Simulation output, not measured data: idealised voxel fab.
The process module that follows is named voxel transistor to metal.
FYI the section here is cut, 155 nm wide, cells are 5 nm squares.
When this document writes out a cross-section, it uses a grid of square cells and lists it as bands, beginning at the top and moving down, with a band standing for one or more rows of cells. Quick guide to a band line: top height, bottom height (nm) up front; then every material left to right with its width in nm. Only one material and it's marked "all across"? Then it fills the band edge to edge. And "air" just means empty space. Counting heights begins at 0, where everything beneath is, in the wafer as received, one material. The lowest band has no bottom; it goes on downwards, as "0 down" shows. Quick explanation for "30 to 40": the width changes in equal steps down the rows of cells, from the first number in the band's top row to the second number in its bottom row. Reading "same as before" for a step: not a cell of the cross-section changed in it. You'll see "Closed void table" listing empty spaces that have no way open to the top, as long as they're 8 cells or more; the notation is width x height at distance, where the distance is from the left edge, and all of it is in nm. Note: text after step settings on the step line = simulator remark on that step. "overlay nm" on a masked step: distance the mask lay right of its planned place, negative for left.
**Listed below are the process steps as planned**
1,RECEIVE: material Si
2,OXIDIZE: depth nm 5
3,CONFORMAL_DEP: material SiN, thk nm 15
4,MASKED_ETCH: tone cover, mask id ACTIVE, width nm 115, etch materials SiN, depth nm 15, overlay nm 0
5,MASKED_ETCH: tone cover, mask id ACTIVE, width nm 115, etch materials SiO2, depth nm 5, overlay nm 0
6,MASKED_ETCH: tone cover, mask id ACTIVE, width nm 115, etch materials Si, depth nm 25, overlay nm 0
7,FILL_DEP: material SiO2, thk nm 15
8,CMP: height nm 15
9,SELECTIVE_ETCH: etch materials SiO2, depth nm 10
10,STRIP: etch materials SiN
11,SELECTIVE_ETCH: etch materials SiO2, depth nm 5
12,OXIDIZE: depth nm 5
13,DIRECTIONAL_DEP: material polySi, thk nm 30
14,DIRECTIONAL_DEP: material SiCN, thk nm 10
15,MASKED_ETCH: tone cover, mask id GATE, width nm 25, etch materials SiCN, depth nm 20, overlay nm 0
16,MASKED_ETCH: tone cover, mask id GATE, width nm 25, etch materials polySi, depth nm 40, overlay nm 0
17,CONFORMAL_DEP: material SiN, thk nm 5
18,DIRECTIONAL_ETCH: etch materials SiN, depth nm 5
19,DIRECTIONAL_ETCH: etch materials SiO2, depth nm 5
20,DIRECTIONAL_ETCH: etch materials Si, depth nm 5
21,EPI: material pSi, thk nm 5
22,FILL_DEP: material SiO2, thk nm 5
23,CMP: height nm 35
24,DIRECTIONAL_DEP: material SiO2, thk nm 10
25,DIRECTIONAL_DEP: material aC, thk nm 10
26,PATTERN: tone open, mask id CONTACT, material resist, width nm 20, pitch nm 85, thk nm 25, overlay nm 0
27,DIRECTIONAL_ETCH: etch materials aC, depth nm 10
28,STRIP: etch materials resist
29,DIRECTIONAL_ETCH: etch materials SiO2, depth nm 55
30,STRIP: etch materials aC
31,CONFORMAL_DEP: material TiN, thk nm 5
32,FILL_DEP: material W, thk nm 5
33,CMP: height nm 45
34,DIRECTIONAL_DEP: material TiN, thk nm 5
35,DIRECTIONAL_DEP: material Ru, thk nm 25
36,PATTERN: tone cover, mask id METAL_1, material resist, width nm 20, pitch nm 85, thk nm 15, overlay nm 0
37,DIRECTIONAL_ETCH: etch materials Ru, depth nm 25
38,DIRECTIONAL_ETCH: etch materials TiN, depth nm 5
39,STRIP: etch materials resist
40,FILL_DEP: material lowk, thk nm 10
41,CMP: height nm 75
42,CONFORMAL_DEP: material SiCN, thk nm 5
43,DIRECTIONAL_DEP: material SiO2, thk nm 25
44,MASKED_ETCH: tone open, mask id METAL_2, width nm 20, pitch nm 85, etch materials SiO2, depth nm 15, overlay nm 0
45,PATTERN: tone open, mask id METAL_2_HOLES, material resist, width nm 15, pitch nm 85, thk nm 15, overlay nm 0
46,DIRECTIONAL_ETCH: etch materials SiO2, depth nm 10
47,DIRECTIONAL_ETCH: etch materials SiCN, depth nm 5
48,STRIP: etch materials resist
49,CONFORMAL_DEP: material TiN, thk nm 5
50,FILL_DEP: material Cu, thk nm 5
51,CMP: height nm 105
52,CONFORMAL_DEP: material SiCN, thk nm 5
**As-received state of the wafer in cross-section, equivalent to post-step 1**
> 0 down = Si all across
> Closed void table: none
**First wafer of two, sectioned at end of module; run went per plan**
> 110 to 105 = SiCN all across
> 105 to 95 = 25 SiO2  5 TiN  10 Cu  5 TiN  65 SiO2  5 TiN  10 Cu  5 TiN  25 SiO2
> 95 to 90 = 25 SiO2  5 TiN  5 Cu  10 TiN  65 SiO2  5 TiN  5 Cu  10 TiN  25 SiO2
> 90 to 80 = 25 SiO2  5 TiN  5 Cu  5 TiN  70 SiO2  5 TiN  5 Cu  5 TiN  30 SiO2
> 80 to 75 = 25 SiCN  15 TiN  70 SiCN  15 TiN  30 SiCN
> 75 to 50 = 25 lowk  20 Ru  65 lowk  20 Ru  25 lowk
> 50 to 45 = 25 lowk  20 TiN  65 lowk  20 TiN  25 lowk
> 45 to 35 = 25 SiO2  5 TiN  10 W  5 TiN  65 SiO2  5 TiN  10 W  5 TiN  25 SiO2
> 35 to 25 = 25 SiO2  5 TiN  10 W  5 TiN  15 SiO2  5 SiN  25 SiCN  5 SiN  15 SiO2  5 TiN  10 W  5 TiN  25 SiO2
> 25 to 0 = 25 SiO2  5 TiN  10 W  5 TiN  15 SiO2  5 SiN  25 polySi  5 SiN  15 SiO2  5 TiN  10 W  5 TiN  25 SiO2
> 0 to -5 = 15 SiO2  5 SiN  5 SiO2  5 TiN  10 W  5 TiN  15 SiO2  5 SiN  25 polySi  5 SiN  15 SiO2  5 TiN  10 W  5 TiN  5 SiO2  5 SiN  15 SiO2
> -5 to -10 = 25 SiO2  20 TiN  10 SiO2  5 pSi  35 SiO2  5 pSi  10 SiO2  20 TiN  25 SiO2
> -10 to -15 = 20 SiO2  40 pSi  35 Si  40 pSi  20 SiO2
> -15 to -30 = 20 SiO2  115 Si  20 SiO2
> -30 down = Si all across
> Closed void table: none
**Wafer two, end of module, cross-section. Same start, same plan as wafer one. One mistake in the run**
> 110 to 105 = SiCN all across
> 105 to 95 = 25 SiO2  5 TiN  10 Cu  5 TiN  65 SiO2  5 TiN  10 Cu  5 TiN  25 SiO2
> 95 to 90 = 25 SiO2  5 TiN  5 Cu  10 TiN  65 SiO2  5 TiN  5 Cu  10 TiN  25 SiO2
> 90 to 80 = 25 SiO2  5 TiN  5 Cu  5 TiN  70 SiO2  5 TiN  5 Cu  5 TiN  30 SiO2
> 80 to 75 = 25 SiCN  15 TiN  70 SiCN  15 TiN  30 SiCN
> 75 to 50 = 25 lowk  20 Ru  65 lowk  20 Ru  25 lowk
> 50 to 45 = 25 lowk  20 TiN  65 lowk  20 TiN  25 lowk
> 45 to 35 = 25 SiO2  5 TiN  10 W  5 TiN  65 SiO2  5 TiN  10 W  5 TiN  25 SiO2
> 35 to 25 = 25 SiO2  5 TiN  10 W  5 TiN  15 SiO2  5 SiN  25 SiCN  5 SiN  15 SiO2  5 TiN  10 W  5 TiN  25 SiO2
> 25 to 0 = 25 SiO2  5 TiN  10 W  5 TiN  15 SiO2  5 SiN  25 polySi  5 SiN  15 SiO2  5 TiN  10 W  5 TiN  25 SiO2
> 0 to -5 = 15 SiO2  5 SiN  5 SiO2  5 TiN  10 W  5 TiN  15 SiO2  5 SiN  25 polySi  5 SiN  15 SiO2  5 TiN  10 W  5 TiN  5 SiO2  5 SiN  15 SiO2
> -5 to -10 = 25 SiO2  20 TiN  10 SiO2  5 pSi  35 SiO2  5 pSi  10 SiO2  20 TiN  25 SiO2
> -10 to -15 = 20 SiO2  40 pSi  35 Si  40 pSi  20 SiO2
> -15 to -55 = 20 SiO2  115 Si  20 SiO2
> -55 down = Si all across
> Closed void table: none
What broke from the plan during processing? step 6 of the plan was executed twice over
End check, counted in cells, second wafer has more or fewer of these materials than the first: Si: 40 fewer, SiO2: 40 more
